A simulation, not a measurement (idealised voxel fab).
Process module under the name voxel self aligned contacts
The width of the displayed cross-section, cut, is 205 nm; its cells are square, with a size of 5 nm.
In what follows, cross-sections appear as grids of square cells, described through bands that run from the top down, where every band is one or more rows of cells. Top, bottom (nm), then materials left to right with widths (nm); lone material tagged "full width" fills the whole band edge to edge; "blank" = empty space. Height datum 0, below which the as-received substrate wafer is one material. Lowest band open at the bottom, running downward: "z 0 and below". The notation "30..40" denotes a width that varies across the rows of cells in the band, beginning at the first number in the top row, finishing at the second number in the bottom row, and changing by an identical amount from each row to the next. You'll sometimes find "nothing got changed" written for a step, and that's the way of saying that nowhere in the cross-section did a cell change during that step. "Unvented internal voids" enumerates empty spaces isolated from the top, with no open way to it, that contain at least 8 cells, giving each as width x height at distance from the left edge, all three in nm. Read whatever lies past the settings on a step's line as the simulator's own remark about the step. "overlay nm" answers the question of how far to the right of plan the mask lay on a step that has a mask, and when it is negative the answer is to the left. Pairs from here to the end. Each: cross-section before one process step, cross-section after it, the latter only as far down as the lowest band that changed. Under each: the step between, and its settings. Mind that the pairs may be taken from different runs of this module on the same starting wafer; whether a pair continues from the pair above depends on its entry headed "State before", and it does only where that entry says so.
**State before**
  z 0 and below  Si full width
  Unvented internal voids: none
**Post-Step Geometry**
  z 5 to 0  SiO2 full width
  below 0: unchanged
  Unvented internal voids: none
Name the step between the before and after sections above: op CONFORMAL_DEP | material SiO2 | thk nm 5
State before: per the after cross-section of the pair just above.
**Post-Step Geometry**
  z 25 to 5  polySi full width
  below 5: unchanged
  Unvented internal voids: none
Name the step between the before and after sections above: op DIRECTIONAL_DEP | material polySi | thk nm 20
State before: per the after cross-section of the pair just above.
**Post-Step Geometry**
  z 45 to 25  SiN full width
  below 25: unchanged
  Unvented internal voids: none
Name the step between the before and after sections above: op DIRECTIONAL_DEP | material SiN | thk nm 20
State before: per the after cross-section of the pair just above.
**Post-Step Geometry**
  z 45 to 25  40 blank | 25 SiN | 25 blank | 25 SiN | 25 blank | 25 SiN | 40 blank
  below 25: unchanged
  Unvented internal voids: none
Name the step between the before and after sections above: op MASKED_ETCH | tone cover | mask id GATE | width nm 25 | pitch nm 50 | etch materials SiN | depth nm 20 | overlay nm 0
State before: per the after cross-section of the pair just above.
**Post-Step Geometry**
  z 45 to 25  40 blank | 25 SiN | 25 blank | 25 SiN | 25 blank | 25 SiN | 40 blank
  z 25 to 5  40 blank | 25 polySi | 25 blank | 25 polySi | 25 blank | 25 polySi | 40 blank
  below 5: unchanged
  Unvented internal voids: none
Name the step between the before and after sections above: op MASKED_ETCH | tone cover | mask id GATE | width nm 25 | pitch nm 50 | etch materials polySi | depth nm 20 | overlay nm 0
State before: per the after cross-section of the pair just above.
**Post-Step Geometry**
  z 50 to 25  35 blank | 35 SiN | 15 blank | 35 SiN | 15 blank | 35 SiN | 35 blank
  z 25 to 10  35 blank | 5 SiN | 25 polySi | 5 SiN | 15 blank | 5 SiN | 25 polySi | 5 SiN | 15 blank | 5 SiN | 25 polySi | 5 SiN | 35 blank
  z 10 to 5  40 SiN | 25 polySi | 25 SiN | 25 polySi | 25 SiN | 25 polySi | 40 SiN
  below 5: unchanged
  Unvented internal voids: none
Name the step between the before and after sections above: op CONFORMAL_DEP | material SiN | thk nm 5
State before: per the after cross-section of the pair just above.
**Post-Step Geometry**
  z 45 to 25  35 blank | 35 SiN | 15 blank | 35 SiN | 15 blank | 35 SiN | 35 blank
  z 25 to 5  35 blank | 5 SiN | 25 polySi | 5 SiN | 15 blank | 5 SiN | 25 polySi | 5 SiN | 15 blank | 5 SiN | 25 polySi | 5 SiN | 35 blank
  below 5: unchanged
  Unvented internal voids: none
Name the step between the before and after sections above: op DIRECTIONAL_ETCH | etch materials SiN | depth nm 5
State before: per the after cross-section of the pair just above.
**Post-Step Geometry**
  z 60 to 45  SiO2 full width
  z 45 to 25  35 SiO2 | 35 SiN | 15 SiO2 | 35 SiN | 15 SiO2 | 35 SiN | 35 SiO2
  z 25 to 5  35 SiO2 | 5 SiN | 25 polySi | 5 SiN | 15 SiO2 | 5 SiN | 25 polySi | 5 SiN | 15 SiO2 | 5 SiN | 25 polySi | 5 SiN | 35 SiO2
  below 5: unchanged
  Unvented internal voids: none
Name the step between the before and after sections above: op FILL_DEP | material SiO2 | thk nm 15
State before: per the after cross-section of the pair just above.
**Post-Step Geometry**
  z 50 to 45  SiO2 full width
  below 45: unchanged
  Unvented internal voids: none
Name the step between the before and after sections above: op CMP | height nm 50
State before: per the after cross-section of the pair just above.
**Post-Step Geometry**
  z 65 to 50  60 resist | 35 blank | 15 resist | 35 blank | 60 resist
  below 50: unchanged
  Unvented internal voids: none
Name the step between the before and after sections above: op PATTERN | tone open | mask id CONTACT | material resist | width nm 35 | pitch nm 50 | thk nm 15 | overlay nm 0
State before: per the after cross-section of the pair just above.
**Post-Step Geometry**
  z 65 to 50  60 resist | 35 blank | 15 resist | 35 blank | 60 resist
  z 50 to 45  60 SiO2 | 35 blank | 15 SiO2 | 35 blank | 60 SiO2
  z 45 to 25  35 SiO2 | 35 SiN | 15 blank | 35 SiN | 15 blank | 35 SiN | 35 SiO2
  z 25 to 5  35 SiO2 | 5 SiN | 25 polySi | 5 SiN | 15 blank | 5 SiN | 25 polySi | 5 SiN | 15 blank | 5 SiN | 25 polySi | 5 SiN | 35 SiO2
  z 5 to 0  70 SiO2 | 15 blank | 35 SiO2 | 15 blank | 70 SiO2
  below 0: unchanged
  Unvented internal voids: none
Name the step between the before and after sections above: op DIRECTIONAL_ETCH | etch materials SiO2 | depth nm 50
State before: per the after cross-section of the pair just above.
**Post-Step Geometry**
  z 50 to 45  60 SiO2 | 35 blank | 15 SiO2 | 35 blank | 60 SiO2
  below 45: unchanged
  Unvented internal voids: none
Name the step between the before and after sections above: op STRIP | etch materials resist
State before: per the after cross-section of the pair just above.
**Post-Step Geometry**
  z 55 to 50  65 TiN | 25 blank | 25 TiN | 25 blank | 65 TiN
  z 50 to 45  60 SiO2 | 15 TiN | 5 blank | 15 TiN | 15 SiO2 | 15 TiN | 5 blank | 15 TiN | 60 SiO2
  z 45 to 25  35 SiO2 | 35 SiN | 5 TiN | 5 blank | 5 TiN | 35 SiN | 5 TiN | 5 blank | 5 TiN | 35 SiN | 35 SiO2
  z 25 to 5  35 SiO2 | 5 SiN | 25 polySi | 5 SiN | 5 TiN | 5 blank | 5 TiN | 5 SiN | 25 polySi | 5 SiN | 5 TiN | 5 blank | 5 TiN | 5 SiN | 25 polySi | 5 SiN | 35 SiO2
  z 5 to 0  70 SiO2 | 15 TiN | 35 SiO2 | 15 TiN | 70 SiO2
  below 0: unchanged
  Unvented internal voids: none
Name the step between the before and after sections above: op CONFORMAL_DEP | material TiN | thk nm 5
State before: per the after cross-section of the pair just above.
**Post-Step Geometry**
  z 65 to 55  W full width
  z 55 to 50  65 TiN | 25 W | 25 TiN | 25 W | 65 TiN
  z 50 to 45  60 SiO2 | 15 TiN | 5 W | 15 TiN | 15 SiO2 | 15 TiN | 5 W | 15 TiN | 60 SiO2
  z 45 to 25  35 SiO2 | 35 SiN | 5 TiN | 5 W | 5 TiN | 35 SiN | 5 TiN | 5 W | 5 TiN | 35 SiN | 35 SiO2
  z 25 to 5  35 SiO2 | 5 SiN | 25 polySi | 5 SiN | 5 TiN | 5 W | 5 TiN | 5 SiN | 25 polySi | 5 SiN | 5 TiN | 5 W | 5 TiN | 5 SiN | 25 polySi | 5 SiN | 35 SiO2
  below 5: unchanged
  Unvented internal voids: none
Name the step between the before and after sections above: op FILL_DEP | material W | thk nm 10
State before: per the after cross-section of the pair just above.
**Post-Step Geometry**
  z 50 to 45  60 SiO2 | 15 TiN | 5 W | 15 TiN | 15 SiO2 | 15 TiN | 5 W | 15 TiN | 60 SiO2
  below 45: unchanged
  Unvented internal voids: none
Name the step between the before and after sections above: op CMP | height nm 50
State before: per the after cross-section of the pair just above.
**Post-Step Geometry**
  z 55 to 50  SiCN full width
  below 50: unchanged
  Unvented internal voids: none
Name the step between the before and after sections above: op CONFORMAL_DEP | material SiCN | thk nm 5
**State before**
  z 45 to 25  40 blank | 25 SiN | 25 blank | 25 SiN | 25 blank | 25 SiN | 40 blank
  z 25 to 5  40 blank | 25 polySi | 25 blank | 25 polySi | 25 blank | 25 polySi | 40 blank
  z 5 to 0  SiO2 full width
  z 0 and below  Si full width
  Unvented internal voids: none
**Post-Step Geometry**
  z 40 to 25  40 blank | 25 SiN | 25 blank | 25 SiN | 25 blank | 25 SiN | 40 blank
  below 25: unchanged
  Unvented internal voids: none
Name the step between the before and after sections above: op DIRECTIONAL_ETCH | etch materials SiN | depth nm 5
State before: per the after cross-section of the pair just above.
**Post-Step Geometry**
  z 55 to 40  SiO2 full width
  z 40 to 25  40 SiO2 | 25 SiN | 25 SiO2 | 25 SiN | 25 SiO2 | 25 SiN | 40 SiO2
  z 25 to 5  40 SiO2 | 25 polySi | 25 SiO2 | 25 polySi | 25 SiO2 | 25 polySi | 40 SiO2
  below 5: unchanged
  Unvented internal voids: none
Name the step between the before and after sections above: op FILL_DEP | material SiO2 | thk nm 15
State before: per the after cross-section of the pair just above.
**Post-Step Geometry**
  z 50 to 40  SiO2 full width
  below 40: unchanged
  Unvented internal voids: none
Name the step between the before and after sections above: op CMP | height nm 50
State before: per the after cross-section of the pair just above.
**Post-Step Geometry**
  z 65 to 50  60 resist | 35 blank | 15 resist | 35 blank | 60 resist
  below 50: unchanged
  Unvented internal voids: none
Name the step between the before and after sections above: op PATTERN | tone open | mask id CONTACT | material resist | width nm 35 | pitch nm 50 | thk nm 15 | overlay nm 0
State before: per the after cross-section of the pair just above.
**Post-Step Geometry**
  z 65 to 50  60 resist | 35 blank | 15 resist | 35 blank | 60 resist
  z 50 to 40  60 SiO2 | 35 blank | 15 SiO2 | 35 blank | 60 SiO2
  z 40 to 25  40 SiO2 | 25 SiN | 25 blank | 25 SiN | 25 blank | 25 SiN | 40 SiO2
  z 25 to 5  40 SiO2 | 25 polySi | 25 blank | 25 polySi | 25 blank | 25 polySi | 40 SiO2
  z 5 to 0  65 SiO2 | 25 blank | 25 SiO2 | 25 blank | 65 SiO2
  below 0: unchanged
  Unvented internal voids: none
Name the step between the before and after sections above: op DIRECTIONAL_ETCH | etch materials SiO2 | depth nm 50
State before: per the after cross-section of the pair just above.
**Post-Step Geometry**
  z 50 to 40  60 SiO2 | 35 blank | 15 SiO2 | 35 blank | 60 SiO2
  below 40: unchanged
  Unvented internal voids: none
Name the step between the before and after sections above: op STRIP | etch materials resist
State before: per the after cross-section of the pair just above.
**Post-Step Geometry**
  z 55 to 50  65 TiN | 25 blank | 25 TiN | 25 blank | 65 TiN
  z 50 to 40  60 SiO2 | 5..10 TiN | 25..15 blank | 5..10 TiN | 15 SiO2 | 5..10 TiN | 25..15 blank | 5..10 TiN | 60 SiO2
  z 40 to 25  40 SiO2 | 25 SiN | 5 TiN | 15 blank | 5 TiN | 25 SiN | 5 TiN | 15 blank | 5 TiN | 25 SiN | 40 SiO2
  z 25 to 5  40 SiO2 | 25 polySi | 5 TiN | 15 blank | 5 TiN | 25 polySi | 5 TiN | 15 blank | 5 TiN | 25 polySi | 40 SiO2
  z 5 to 0  65 SiO2 | 25 TiN | 25 SiO2 | 25 TiN | 65 SiO2
  below 0: unchanged
  Unvented internal voids: none
Name the step between the before and after sections above: op CONFORMAL_DEP | material TiN | thk nm 5
State before: per the after cross-section of the pair just above.
**Post-Step Geometry**
  z 65 to 55  W full width
  z 55 to 50  65 TiN | 25 W | 25 TiN | 25 W | 65 TiN
  z 50 to 40  60 SiO2 | 5..10 TiN | 25..15 W | 5..10 TiN | 15 SiO2 | 5..10 TiN | 25..15 W | 5..10 TiN | 60 SiO2
  z 40 to 25  40 SiO2 | 25 SiN | 5 TiN | 15 W | 5 TiN | 25 SiN | 5 TiN | 15 W | 5 TiN | 25 SiN | 40 SiO2
  z 25 to 5  40 SiO2 | 25 polySi | 5 TiN | 15 W | 5 TiN | 25 polySi | 5 TiN | 15 W | 5 TiN | 25 polySi | 40 SiO2
  below 5: unchanged
  Unvented internal voids: none
Name the step between the before and after sections above: op FILL_DEP | material W | thk nm 10
State before: per the after cross-section of the pair just above.
**Post-Step Geometry**
  z 50 to 40  60 SiO2 | 5..10 TiN | 25..15 W | 5..10 TiN | 15 SiO2 | 5..10 TiN | 25..15 W | 5..10 TiN | 60 SiO2
  below 40: unchanged
  Unvented internal voids: none
Name the step between the before and after sections above: op CMP | height nm 50
State before: per the after cross-section of the pair just above.
**Post-Step Geometry**
  z 55 to 50  SiCN full width
  below 50: unchanged
  Unvented internal voids: none
Name the step between the before and after sections above: op CONFORMAL_DEP | material SiCN | thk nm 5
**State before**
  z 45 to 25  SiN full width
  z 25 to 5  polySi full width
  z 5 to 0  SiO2 full width
  z 0 and below  Si full width
  Unvented internal voids: none
**Post-Step Geometry**
  z 65 to 25  SiN full width
  below 25: unchanged
  Unvented internal voids: none
Name the step between the before and after sections above: op DIRECTIONAL_DEP | material SiN | thk nm 20
State before: per the after cross-section of the pair just above.
**Post-Step Geometry**
  z 65 to 45  40 blank | 25 SiN | 25 blank | 25 SiN | 25 blank | 25 SiN | 40 blank
  below 45: unchanged
  Unvented internal voids: none
Name the step between the before and after sections above: op MASKED_ETCH | tone cover | mask id GATE | width nm 25 | pitch nm 50 | etch materials SiN | depth nm 20 | overlay nm 0
State before: per the after cross-section of the pair just above.
**Post-Step Geometry**
  z 70 to 50  35 blank | 35 SiN | 15 blank | 35 SiN | 15 blank | 35 SiN | 35 blank
  z 50 to 25  SiN full width
  below 25: unchanged
  Unvented internal voids: none
Name the step between the before and after sections above: op CONFORMAL_DEP | material SiN | thk nm 5
State before: per the after cross-section of the pair just above.
**Post-Step Geometry**
  z 65 to 45  35 blank | 35 SiN | 15 blank | 35 SiN | 15 blank | 35 SiN | 35 blank
  below 45: unchanged
  Unvented internal voids: none
Name the step between the before and after sections above: op DIRECTIONAL_ETCH | etch materials SiN | depth nm 5
State before: per the after cross-section of the pair just above.
**Post-Step Geometry**
  z 80 to 65  SiO2 full width
  z 65 to 45  35 SiO2 | 35 SiN | 15 SiO2 | 35 SiN | 15 SiO2 | 35 SiN | 35 SiO2
  below 45: unchanged
  Unvented internal voids: none
Name the step between the before and after sections above: op FILL_DEP | material SiO2 | thk nm 15
State before: per the after cross-section of the pair just above.
**Post-Step Geometry**
  z 50 to 45  35 SiO2 | 35 SiN | 15 SiO2 | 35 SiN | 15 SiO2 | 35 SiN | 35 SiO2
  below 45: unchanged
  Unvented internal voids: none
Name the step between the before and after sections above: op CMP | height nm 50
State before: per the after cross-section of the pair just above.
**Post-Step Geometry**
  z 65 to 50  60 resist | 35 blank | 15 resist | 35 blank | 60 resist
  below 50: unchanged
  Unvented internal voids: none
Name the step between the before and after sections above: op PATTERN | tone open | mask id CONTACT | material resist | width nm 35 | pitch nm 50 | thk nm 15 | overlay nm 0
State before: per the after cross-section of the pair just above.
**Post-Step Geometry**
  z 65 to 50  60 resist | 35 blank | 15 resist | 35 blank | 60 resist
  z 50 to 45  35 SiO2 | 35 SiN | 15 blank | 35 SiN | 15 blank | 35 SiN | 35 SiO2
  below 45: unchanged
  Unvented internal voids: none
Name the step between the before and after sections above: op DIRECTIONAL_ETCH | etch materials SiO2 | depth nm 50
State before: per the after cross-section of the pair just above.
**Post-Step Geometry**
  z 50 to 45  35 SiO2 | 35 SiN | 15 blank | 35 SiN | 15 blank | 35 SiN | 35 SiO2
  below 45: unchanged
  Unvented internal voids: none
Name the step between the before and after sections above: op STRIP | etch materials resist
State before: per the after cross-section of the pair just above.
**Post-Step Geometry**
  z 55 to 50  75 TiN | 5 blank | 45 TiN | 5 blank | 75 TiN
  z 50 to 45  35 SiO2 | 35 SiN | 15 TiN | 35 SiN | 15 TiN | 35 SiN | 35 SiO2
  below 45: unchanged
  Unvented internal voids: none
Name the step between the before and after sections above: op CONFORMAL_DEP | material TiN | thk nm 5
State before: per the after cross-section of the pair just above.
**Post-Step Geometry**
  z 65 to 55  W full width
  z 55 to 50  75 TiN | 5 W | 45 TiN | 5 W | 75 TiN
  below 50: unchanged
  Unvented internal voids: none
Name the step between the before and after sections above: op FILL_DEP | material W | thk nm 10
State before: per the after cross-section of the pair just above.
**Post-Step Geometry**
  z 50 to 45  35 SiO2 | 35 SiN | 15 TiN | 35 SiN | 15 TiN | 35 SiN | 35 SiO2
  below 45: unchanged
  Unvented internal voids: none
Name the step between the before and after sections above: op CMP | height nm 50
State before: per the after cross-section of the pair just above.
**Post-Step Geometry**
  z 55 to 50  SiCN full width
  below 50: unchanged
  Unvented internal voids: none
Name the step between the before and after sections above: op CONFORMAL_DEP | material SiCN | thk nm 5
**State before**
  z 40 to 25  40 blank | 25 SiN | 25 blank | 25 SiN | 25 blank | 25 SiN | 40 blank
  z 25 to 5  40 blank | 25 polySi | 25 blank | 25 polySi | 25 blank | 25 polySi | 40 blank
  z 5 to 0  SiO2 full width
  z 0 and below  Si full width
  Unvented internal voids: none
**Post-Step Geometry**
  z 45 to 25  35 blank | 35 SiN | 15 blank | 35 SiN | 15 blank | 35 SiN | 35 blank
  z 25 to 10  35 blank | 5 SiN | 25 polySi | 5 SiN | 15 blank | 5 SiN | 25 polySi | 5 SiN | 15 blank | 5 SiN | 25 polySi | 5 SiN | 35 blank
  z 10 to 5  40 SiN | 25 polySi | 25 SiN | 25 polySi | 25 SiN | 25 polySi | 40 SiN
  below 5: unchanged
  Unvented internal voids: none
Name the step between the before and after sections above: op CONFORMAL_DEP | material SiN | thk nm 5
State before: per the after cross-section of the pair just above.
**Post-Step Geometry**
  z 60 to 45  SiO2 full width
  z 45 to 25  35 SiO2 | 35 SiN | 15 SiO2 | 35 SiN | 15 SiO2 | 35 SiN | 35 SiO2
  z 25 to 10  35 SiO2 | 5 SiN | 25 polySi | 5 SiN | 15 SiO2 | 5 SiN | 25 polySi | 5 SiN | 15 SiO2 | 5 SiN | 25 polySi | 5 SiN | 35 SiO2
  below 10: unchanged
  Unvented internal voids: none
Name the step between the before and after sections above: op FILL_DEP | material SiO2 | thk nm 15
State before: per the after cross-section of the pair just above.
**Post-Step Geometry**
  z 50 to 45  SiO2 full width
  below 45: unchanged
  Unvented internal voids: none
Name the step between the before and after sections above: op CMP | height nm 50
State before: per the after cross-section of the pair just above.
**Post-Step Geometry**
  z 65 to 50  60 resist | 35 blank | 15 resist | 35 blank | 60 resist
  below 50: unchanged
  Unvented internal voids: none
Name the step between the before and after sections above: op PATTERN | tone open | mask id CONTACT | material resist | width nm 35 | pitch nm 50 | thk nm 15 | overlay nm 0
State before: per the after cross-section of the pair just above.
**Post-Step Geometry**
  z 65 to 50  60 resist | 35 blank | 15 resist | 35 blank | 60 resist
  z 50 to 45  60 SiO2 | 35 blank | 15 SiO2 | 35 blank | 60 SiO2
  z 45 to 25  35 SiO2 | 35 SiN | 15 blank | 35 SiN | 15 blank | 35 SiN | 35 SiO2
  z 25 to 10  35 SiO2 | 5 SiN | 25 polySi | 5 SiN | 15 blank | 5 SiN | 25 polySi | 5 SiN | 15 blank | 5 SiN | 25 polySi | 5 SiN | 35 SiO2
  below 10: unchanged
  Unvented internal voids: none
Name the step between the before and after sections above: op DIRECTIONAL_ETCH | etch materials SiO2 | depth nm 50
State before: per the after cross-section of the pair just above.
**Post-Step Geometry**
  z 50 to 45  60 SiO2 | 35 blank | 15 SiO2 | 35 blank | 60 SiO2
  below 45: unchanged
  Unvented internal voids: none
Name the step between the before and after sections above: op STRIP | etch materials resist
State before: per the after cross-section of the pair just above.
**Post-Step Geometry**
  z 55 to 50  65 TiN | 25 blank | 25 TiN | 25 blank | 65 TiN
  z 50 to 45  60 SiO2 | 15 TiN | 5 blank | 15 TiN | 15 SiO2 | 15 TiN | 5 blank | 15 TiN | 60 SiO2
  z 45 to 25  35 SiO2 | 35 SiN | 5 TiN | 5 blank | 5 TiN | 35 SiN | 5 TiN | 5 blank | 5 TiN | 35 SiN | 35 SiO2
  z 25 to 15  35 SiO2 | 5 SiN | 25 polySi | 5 SiN | 5 TiN | 5 blank | 5 TiN | 5 SiN | 25 polySi | 5 SiN | 5 TiN | 5 blank | 5 TiN | 5 SiN | 25 polySi | 5 SiN | 35 SiO2
  z 15 to 10  35 SiO2 | 5 SiN | 25 polySi | 5 SiN | 15 TiN | 5 SiN | 25 polySi | 5 SiN | 15 TiN | 5 SiN | 25 polySi | 5 SiN | 35 SiO2
  below 10: unchanged
  Unvented internal voids: none
Name the step between the before and after sections above: op CONFORMAL_DEP | material TiN | thk nm 5
State before: per the after cross-section of the pair just above.
**Post-Step Geometry**
  z 65 to 55  W full width
  z 55 to 50  65 TiN | 25 W | 25 TiN | 25 W | 65 TiN
  z 50 to 45  60 SiO2 | 15 TiN | 5 W | 15 TiN | 15 SiO2 | 15 TiN | 5 W | 15 TiN | 60 SiO2
  z 45 to 25  35 SiO2 | 35 SiN | 5 TiN | 5 W | 5 TiN | 35 SiN | 5 TiN | 5 W | 5 TiN | 35 SiN | 35 SiO2
  z 25 to 15  35 SiO2 | 5 SiN | 25 polySi | 5 SiN | 5 TiN | 5 W | 5 TiN | 5 SiN | 25 polySi | 5 SiN | 5 TiN | 5 W | 5 TiN | 5 SiN | 25 polySi | 5 SiN | 35 SiO2
  below 15: unchanged
  Unvented internal voids: none
Name the step between the before and after sections above: op FILL_DEP | material W | thk nm 10
State before: per the after cross-section of the pair just above.
**Post-Step Geometry**
  z 50 to 45  60 SiO2 | 15 TiN | 5 W | 15 TiN | 15 SiO2 | 15 TiN | 5 W | 15 TiN | 60 SiO2
  below 45: unchanged
  Unvented internal voids: none
Name the step between the before and after sections above: op CMP | height nm 50
State before: per the after cross-section of the pair just above.
**Post-Step Geometry**
  z 55 to 50  SiCN full width
  below 50: unchanged
  Unvented internal voids: none
Name the step between the before and after sections above: op CONFORMAL_DEP | material SiCN | thk nm 5
**State before**
  z 45 to 25  SiN full width
  z 25 to 5  polySi full width
  z 5 to 0  SiO2 full width
  z 0 and below  Si full width
  Unvented internal voids: none
**Post-Step Geometry**
  z 45 to 30  40 blank | 25 SiN | 25 blank | 25 SiN | 25 blank | 25 SiN | 40 blank
  below 30: unchanged
  Unvented internal voids: none
Name the step between the before and after sections above: op MASKED_ETCH | tone cover | mask id GATE | width nm 25 | pitch nm 50 | etch materials SiN | depth nm 15 | overlay nm 0
State before: per the after cross-section of the pair just above.
**Post-Step Geometry**
  z 50 to 35  35 blank | 35 SiN | 15 blank | 35 SiN | 15 blank | 35 SiN | 35 blank
  z 35 to 25  SiN full width
  below 25: unchanged
  Unvented internal voids: none
Name the step between the before and after sections above: op CONFORMAL_DEP | material SiN | thk nm 5
State before: per the after cross-section of the pair just above.
**Post-Step Geometry**
  z 45 to 30  35 blank | 35 SiN | 15 blank | 35 SiN | 15 blank | 35 SiN | 35 blank
  below 30: unchanged
  Unvented internal voids: none
Name the step between the before and after sections above: op DIRECTIONAL_ETCH | etch materials SiN | depth nm 5
State before: per the after cross-section of the pair just above.
**Post-Step Geometry**
  z 60 to 45  SiO2 full width
  z 45 to 30  35 SiO2 | 35 SiN | 15 SiO2 | 35 SiN | 15 SiO2 | 35 SiN | 35 SiO2
  below 30: unchanged
  Unvented internal voids: none
Name the step between the before and after sections above: op FILL_DEP | material SiO2 | thk nm 15
State before: per the after cross-section of the pair just above.
**Post-Step Geometry**
  z 50 to 45  SiO2 full width
  below 45: unchanged
  Unvented internal voids: none
Name the step between the before and after sections above: op CMP | height nm 50
State before: per the after cross-section of the pair just above.
**Post-Step Geometry**
  z 65 to 50  60 resist | 35 blank | 15 resist | 35 blank | 60 resist
  below 50: unchanged
  Unvented internal voids: none
Name the step between the before and after sections above: op PATTERN | tone open | mask id CONTACT | material resist | width nm 35 | pitch nm 50 | thk nm 15 | overlay nm 0
State before: per the after cross-section of the pair just above.
**Post-Step Geometry**
  z 65 to 50  60 resist | 35 blank | 15 resist | 35 blank | 60 resist
  z 50 to 45  60 SiO2 | 35 blank | 15 SiO2 | 35 blank | 60 SiO2
  z 45 to 30  35 SiO2 | 35 SiN | 15 blank | 35 SiN | 15 blank | 35 SiN | 35 SiO2
  below 30: unchanged
  Unvented internal voids: none
Name the step between the before and after sections above: op DIRECTIONAL_ETCH | etch materials SiO2 | depth nm 50
State before: per the after cross-section of the pair just above.
**Post-Step Geometry**
  z 50 to 45  60 SiO2 | 35 blank | 15 SiO2 | 35 blank | 60 SiO2
  below 45: unchanged
  Unvented internal voids: none
Name the step between the before and after sections above: op STRIP | etch materials resist
State before: per the after cross-section of the pair just above.
**Post-Step Geometry**
  z 55 to 50  65 TiN | 25 blank | 25 TiN | 25 blank | 65 TiN
  z 50 to 45  60 SiO2 | 15 TiN | 5 blank | 15 TiN | 15 SiO2 | 15 TiN | 5 blank | 15 TiN | 60 SiO2
  z 45 to 35  35 SiO2 | 35 SiN | 5 TiN | 5 blank | 5 TiN | 35 SiN | 5 TiN | 5 blank | 5 TiN | 35 SiN | 35 SiO2
  z 35 to 30  35 SiO2 | 35 SiN | 15 TiN | 35 SiN | 15 TiN | 35 SiN | 35 SiO2
  below 30: unchanged
  Unvented internal voids: none
Name the step between the before and after sections above: op CONFORMAL_DEP | material TiN | thk nm 5
State before: per the after cross-section of the pair just above.
**Post-Step Geometry**
  z 65 to 55  W full width
  z 55 to 50  65 TiN | 25 W | 25 TiN | 25 W | 65 TiN
  z 50 to 45  60 SiO2 | 15 TiN | 5 W | 15 TiN | 15 SiO2 | 15 TiN | 5 W | 15 TiN | 60 SiO2
  z 45 to 35  35 SiO2 | 35 SiN | 5 TiN | 5 W | 5 TiN | 35 SiN | 5 TiN | 5 W | 5 TiN | 35 SiN | 35 SiO2
  below 35: unchanged
  Unvented internal voids: none
Name the step between the before and after sections above: op FILL_DEP | material W | thk nm 10
State before: per the after cross-section of the pair just above.
**Post-Step Geometry**
  z 50 to 45  60 SiO2 | 15 TiN | 5 W | 15 TiN | 15 SiO2 | 15 TiN | 5 W | 15 TiN | 60 SiO2
  below 45: unchanged
  Unvented internal voids: none
Name the step between the before and after sections above: op CMP | height nm 50
State before: per the after cross-section of the pair just above.
**Post-Step Geometry**
  z 55 to 50  SiCN full width
  below 50: unchanged
  Unvented internal voids: none
Name the step between the before and after sections above: op CONFORMAL_DEP | material SiCN | thk nm 5
**State before**
  z 45 to 25  40 blank | 25 SiN | 25 blank | 25 SiN | 25 blank | 25 SiN | 40 blank
  z 25 to 5  polySi full width
  z 5 to 0  SiO2 full width
  z 0 and below  Si full width
  Unvented internal voids: none
**Post-Step Geometry**
  z 45 to 25  40 blank | 25 SiN | 25 blank | 25 SiN | 25 blank | 25 SiN | 40 blank
  z 25 to 5  35 blank | 35 polySi | 15 blank | 35 polySi | 15 blank | 35 polySi | 35 blank
  below 5: unchanged
  Unvented internal voids: none
Name the step between the before and after sections above: op MASKED_ETCH | tone cover | mask id GATE | width nm 35 | pitch nm 50 | etch materials polySi | depth nm 20 | overlay nm 0
State before: per the after cross-section of the pair just above.
**Post-Step Geometry**
  z 50 to 30  35 blank | 35 SiN | 15 blank | 35 SiN | 15 blank | 35 SiN | 35 blank
  z 30 to 25  30 blank | 45 SiN | 5 blank | 45 SiN | 5 blank | 45 SiN | 30 blank
  z 25 to 10  30 blank | 5 SiN | 35 polySi | 5 SiN | 5 blank | 5 SiN | 35 polySi | 5 SiN | 5 blank | 5 SiN | 35 polySi | 5 SiN | 30 blank
  z 10 to 5  35 SiN | 35 polySi | 15 SiN | 35 polySi | 15 SiN | 35 polySi | 35 SiN
  below 5: unchanged
  Unvented internal voids: none
Name the step between the before and after sections above: op CONFORMAL_DEP | material SiN | thk nm 5
State before: per the after cross-section of the pair just above.
**Post-Step Geometry**
  z 45 to 25  35 blank | 35 SiN | 15 blank | 35 SiN | 15 blank | 35 SiN | 35 blank
  z 25 to 5  30 blank | 5 SiN | 35 polySi | 5 SiN | 5 blank | 5 SiN | 35 polySi | 5 SiN | 5 blank | 5 SiN | 35 polySi | 5 SiN | 30 blank
  below 5: unchanged
  Unvented internal voids: none
Name the step between the before and after sections above: op DIRECTIONAL_ETCH | etch materials SiN | depth nm 5
State before: per the after cross-section of the pair just above.
**Post-Step Geometry**
  z 60 to 45  SiO2 full width
  z 45 to 25  35 SiO2 | 35 SiN | 15 SiO2 | 35 SiN | 15 SiO2 | 35 SiN | 35 SiO2
  z 25 to 5  30 SiO2 | 5 SiN | 35 polySi | 5 SiN | 5 SiO2 | 5 SiN | 35 polySi | 5 SiN | 5 SiO2 | 5 SiN | 35 polySi | 5 SiN | 30 SiO2
  below 5: unchanged
  Unvented internal voids: none
Name the step between the before and after sections above: op FILL_DEP | material SiO2 | thk nm 15
State before: per the after cross-section of the pair just above.
**Post-Step Geometry**
  z 50 to 45  SiO2 full width
  below 45: unchanged
  Unvented internal voids: none
Name the step between the before and after sections above: op CMP | height nm 50
State before: per the after cross-section of the pair just above.
**Post-Step Geometry**
  z 65 to 50  60 resist | 35 blank | 15 resist | 35 blank | 60 resist
  below 50: unchanged
  Unvented internal voids: none
Name the step between the before and after sections above: op PATTERN | tone open | mask id CONTACT | material resist | width nm 35 | pitch nm 50 | thk nm 15 | overlay nm 0
State before: per the after cross-section of the pair just above.
**Post-Step Geometry**
  z 65 to 50  60 resist | 35 blank | 15 resist | 35 blank | 60 resist
  z 50 to 45  60 SiO2 | 35 blank | 15 SiO2 | 35 blank | 60 SiO2
  z 45 to 25  35 SiO2 | 35 SiN | 15 blank | 35 SiN | 15 blank | 35 SiN | 35 SiO2
  z 25 to 5  30 SiO2 | 5 SiN | 35 polySi | 5 SiN | 5 blank | 5 SiN | 35 polySi | 5 SiN | 5 blank | 5 SiN | 35 polySi | 5 SiN | 30 SiO2
  z 5 to 0  75 SiO2 | 5 blank | 45 SiO2 | 5 blank | 75 SiO2
  below 0: unchanged
  Unvented internal voids: none
Name the step between the before and after sections above: op DIRECTIONAL_ETCH | etch materials SiO2 | depth nm 50
State before: per the after cross-section of the pair just above.
**Post-Step Geometry**
  z 50 to 45  60 SiO2 | 35 blank | 15 SiO2 | 35 blank | 60 SiO2
  below 45: unchanged
  Unvented internal voids: none
Name the step between the before and after sections above: op STRIP | etch materials resist
